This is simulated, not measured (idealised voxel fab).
process module | voxel self aligned vias
cross-section cut | 280 nm wide | cells 5 nm
A cross-section is a grid of square cells, given in bands from the top down. A band is one or more rows of cells.
Each band's line starts with the height of the band's top and of its bottom, in nm. Then come its materials from left to right, each with its width in nm. One material with "throughout" fills the band from edge to edge. "air" is empty space.
Height 0 is the level under which the wafer as received is all one material. The lowest band goes on downwards, as in "0 down".
A width such as "30 to 40" changes by the same amount from each row of cells to the next, from the band's top row to its bottom row.
"no change" after a step means that no cell of the cross-section changed.
closed voids: empty space of 8 cells or more with no open way to the top, each as width x height at its distance from the left edge, in nm
after a step's settings: what the simulator itself notes on the step
overlay nm, on a step with a mask: how far to the right of its planned place the mask lay; to the left if negative
plan
1 op RECEIVE | material Si
2 op CONFORMAL_DEP | material SiO2 | thk nm 10
3 op CONFORMAL_DEP | material SiCN | thk nm 5
4 op DIRECTIONAL_DEP | material lowk | thk nm 30
5 op DIRECTIONAL_DEP | material aC | thk nm 15
6 op PATTERN | tone open | mask id LINES | material resist | width nm 30 | pitch nm 65 | thk nm 35 | overlay nm 0
7 op DIRECTIONAL_ETCH | etch materials aC | depth nm 15
8 op STRIP | etch materials resist
9 op DIRECTIONAL_ETCH | etch materials lowk | depth nm 30
10 op STRIP | etch materials aC
11 op CONFORMAL_DEP | material TiN | thk nm 5
12 op FILL_DEP | material W | thk nm 10
13 op CMP | height nm 45
14 op SELECTIVE_ETCH | etch materials W Ru TiN | depth nm 10
15 op FILL_DEP | material SiN | thk nm 5
16 op CMP | height nm 45
17 op DIRECTIONAL_DEP | material lowk | thk nm 20
18 op MASKED_ETCH | tone open | mask id VIAS | width nm 50 | pitch nm 65 | etch materials lowk | depth nm 20 | overlay nm 0
19 op MASKED_ETCH | tone open | mask id VIAS | width nm 50 | pitch nm 65 | etch materials SiN | depth nm 10 | overlay nm 0
20 op CONFORMAL_DEP | material TiN | thk nm 5
21 op FILL_DEP | material Ru | thk nm 10
22 op CMP | height nm 65
23 op CONFORMAL_DEP | material SiN | thk nm 5
first wafer, as planned
as received, after step 1
  0 down: Si throughout
  closed voids: none
after step 2
  10 to 0: SiO2 throughout
  below 0: unchanged
after step 3
  15 to 10: SiCN throughout
  below 10: unchanged
after step 4
  45 to 15: lowk throughout
  below 15: unchanged
after step 5
  60 to 45: aC throughout
  below 45: unchanged
after step 6
  95 to 60: resist 60 | air 30 | resist 35 | air 30 | resist 35 | air 30 | resist 60
  below 60: unchanged
after step 7
  80 to 60: resist 60 | air 30 | resist 35 | air 30 | resist 35 | air 30 | resist 60
  60 to 45: aC 60 | air 30 | aC 35 | air 30 | aC 35 | air 30 | aC 60
  below 45: unchanged
after step 8
  60 to 45: aC 60 | air 30 | aC 35 | air 30 | aC 35 | air 30 | aC 60
  below 45: unchanged
after step 9
  60 to 45: aC 60 | air 30 | aC 35 | air 30 | aC 35 | air 30 | aC 60
  45 to 15: lowk 60 | air 30 | lowk 35 | air 30 | lowk 35 | air 30 | lowk 60
  below 15: unchanged
after step 10
  45 to 15: lowk 60 | air 30 | lowk 35 | air 30 | lowk 35 | air 30 | lowk 60
  below 15: unchanged
after step 11
  50 to 45: TiN 65 | air 20 | TiN 45 | air 20 | TiN 45 | air 20 | TiN 65
  45 to 20: lowk 60 | TiN 5 | air 20 | TiN 5 | lowk 35 | TiN 5 | air 20 | TiN 5 | lowk 35 | TiN 5 | air 20 | TiN 5 | lowk 60
  20 to 15: lowk 60 | TiN 30 | lowk 35 | TiN 30 | lowk 35 | TiN 30 | lowk 60
  below 15: unchanged
after step 12
  60 to 50: W throughout
  50 to 45: TiN 65 | W 20 | TiN 45 | W 20 | TiN 45 | W 20 | TiN 65
  45 to 20: lowk 60 | TiN 5 | W 20 | TiN 5 | lowk 35 | TiN 5 | W 20 | TiN 5 | lowk 35 | TiN 5 | W 20 | TiN 5 | lowk 60
  below 20: unchanged
after step 13
  45 to 20: lowk 60 | TiN 5 | W 20 | TiN 5 | lowk 35 | TiN 5 | W 20 | TiN 5 | lowk 35 | TiN 5 | W 20 | TiN 5 | lowk 60
  below 20: unchanged
after step 14
  45 to 35: lowk 60 | air 30 | lowk 35 | air 30 | lowk 35 | air 30 | lowk 60
  below 35: unchanged
after step 15
  50 to 45: SiN throughout
  45 to 35: lowk 60 | SiN 30 | lowk 35 | SiN 30 | lowk 35 | SiN 30 | lowk 60
  below 35: unchanged
after step 16
  45 to 35: lowk 60 | SiN 30 | lowk 35 | SiN 30 | lowk 35 | SiN 30 | lowk 60
  below 35: unchanged
after step 17
  65 to 45: lowk throughout
  below 45: unchanged
after step 18
  65 to 45: lowk 50 | air 50 | lowk 15 | air 50 | lowk 15 | air 50 | lowk 50
  below 45: unchanged
after step 19
  65 to 45: lowk 50 | air 50 | lowk 15 | air 50 | lowk 15 | air 50 | lowk 50
  45 to 35: lowk 60 | air 30 | lowk 35 | air 30 | lowk 35 | air 30 | lowk 60
  below 35: unchanged
after step 20
  70 to 65: TiN 55 | air 40 | TiN 25 | air 40 | TiN 25 | air 40 | TiN 55
  65 to 50: lowk 50 | TiN 5 | air 40 | TiN 5 | lowk 15 | TiN 5 | air 40 | TiN 5 | lowk 15 | TiN 5 | air 40 | TiN 5 | lowk 50
  50 to 40: lowk 50 to 60 | TiN 15 to 5 | air 20 | TiN 15 to 5 | lowk 15 to 35 | TiN 15 to 5 | air 20 | TiN 15 to 5 | lowk 15 to 35 | TiN 15 to 5 | air 20 | TiN 15 to 5 | lowk 50 to 60
  40 to 35: lowk 60 | TiN 30 | lowk 35 | TiN 30 | lowk 35 | TiN 30 | lowk 60
  below 35: unchanged
after step 21
  80 to 70: Ru throughout
  70 to 65: TiN 55 | Ru 40 | TiN 25 | Ru 40 | TiN 25 | Ru 40 | TiN 55
  65 to 50: lowk 50 | TiN 5 | Ru 40 | TiN 5 | lowk 15 | TiN 5 | Ru 40 | TiN 5 | lowk 15 | TiN 5 | Ru 40 | TiN 5 | lowk 50
  50 to 40: lowk 50 to 60 | TiN 15 to 5 | Ru 20 | TiN 15 to 5 | lowk 15 to 35 | TiN 15 to 5 | Ru 20 | TiN 15 to 5 | lowk 15 to 35 | TiN 15 to 5 | Ru 20 | TiN 15 to 5 | lowk 50 to 60
  below 40: unchanged
after step 22
  65 to 50: lowk 50 | TiN 5 | Ru 40 | TiN 5 | lowk 15 | TiN 5 | Ru 40 | TiN 5 | lowk 15 | TiN 5 | Ru 40 | TiN 5 | lowk 50
  below 50: unchanged
after step 23
  70 to 65: SiN throughout
  below 65: unchanged
second wafer: like start, like plan, one mistake. Through step 21 it matches the first wafer
when step 22 should have ended: no change
when step 23 should have ended
  85 to 80: SiN throughout
  below 80: unchanged
what went wrong: step 22 was left out
at the end the second wafer has, in cells: 136 more of Ru | 32 more of TiN
